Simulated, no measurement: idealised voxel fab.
The document below concerns the process module designated voxel ribs on slabs.
Section shown: cut. Width: 145 nm. Cell size: 5 nm, square.
Cross-section format: a grid of square cells, given as bands from top to bottom; each band is one or more rows of cells. The band entry comprises the height of the band's top followed by the height of its bottom, expressed in nm, and subsequently the band's materials from left to right, each stated together with its width in nm. Where a single material is marked with the word "all across", that material fills the band from edge to edge. The word "air" represents empty space. Height 0 is the level under which the wafer as received is all one material. The lowest band goes on downwards, as in "0..down". A width such as "30 to 40" changes by the same amount from each row of cells to the next, from the band's top row to its bottom row. For the purposes of this document, the phrase "nothing changed" attached to a step denotes that no cell within the cross-section was modified by that step. The entry "Cavities, sealed" lists the empty spaces that cover at least 8 cells and have no open path to the top. Each is written as width x height at distance, where the distance is measured from the left edge and all three values are in nm. Read whatever lies past the settings on a step's line as the simulator's own remark about the step. Regarding "overlay nm": on a step with a mask, it is the distance the mask lay to the right of its planned place; a negative value places it to the left.

Intended process steps:
| 1 | RECEIVE, material Si |
| 2 | DIRECTIONAL_DEP, material SiO2, thk nm 20 |
| 3 | DIRECTIONAL_DEP, material polySi, thk nm 20 |
| 4 | DIRECTIONAL_DEP, material aC, thk nm 15 |
| 5 | PATTERN, tone cover, mask id RIB, material resist, width nm 15, thk nm 35, overlay nm 0 |
| 6 | DIRECTIONAL_ETCH, etch materials aC, depth nm 15 |
| 7 | STRIP, etch materials resist |
| 8 | DIRECTIONAL_ETCH, etch materials polySi, depth nm 15 |
| 9 | STRIP, etch materials aC |
| 10 | PATTERN, tone cover, mask id SLAB, material resist, width nm 65, thk nm 20, overlay nm 0 |
| 11 | DIRECTIONAL_ETCH, etch materials polySi, depth nm 5 |
| 12 | STRIP, etch materials resist |
| 13 | FILL_DEP, material SiO2, thk nm 20 |
| 14 | CMP, height nm 50 |
| 15 | DIRECTIONAL_DEP, material W, thk nm 5 |
| 16 | MASKED_ETCH, tone cover, mask id HEATER, width nm 25, etch materials W, depth nm 5, overlay nm 0 |
| 17 | CONFORMAL_DEP, material SiN, thk nm 5 |

Wafer at receipt (post step 1), cross-section:
> 0..down = Si all across
> Cavities, sealed: none

Here's the cross-section of the first of our two wafers at the end of the module - it ran as planned:
> 60..55 = air 55 nm, then SiN 35 nm, then air 55 nm
> 55..50 = SiN 60 nm, then W 25 nm, then SiN 60 nm
> 50..40 = SiO2 all across
> 40..25 = SiO2 65 nm, then polySi 15 nm, then SiO2 65 nm
> 25..20 = SiO2 40 nm, then polySi 65 nm, then SiO2 40 nm
> 20..0 = SiO2 all across
> 0..down = Si all across
> Cavities, sealed: none

Wafer two, sectioned after the module: the first wafer's start, the first wafer's plan, and one mistake in how it was run:
> 60..55 = air 55 nm, then SiN 35 nm, then air 55 nm
> 55..50 = SiN 60 nm, then W 25 nm, then SiN 60 nm
> 50..40 = SiO2 all across
> 40..30 = SiO2 65 nm, then polySi 15 nm, then SiO2 65 nm
> 30..25 = SiO2 40 nm, then polySi 65 nm, then SiO2 40 nm
> 25..20 = polySi all across
> 20..0 = SiO2 all across
> 0..down = Si all across
> Cavities, sealed: none
Run error: step 8 was not run as planned; what actually ran was DIRECTIONAL_ETCH, etch materials polySi, depth nm 10
The closing comparison, in cells, has the second wafer with more or fewer of some materials than the first: SiO2 -26 | polySi +26
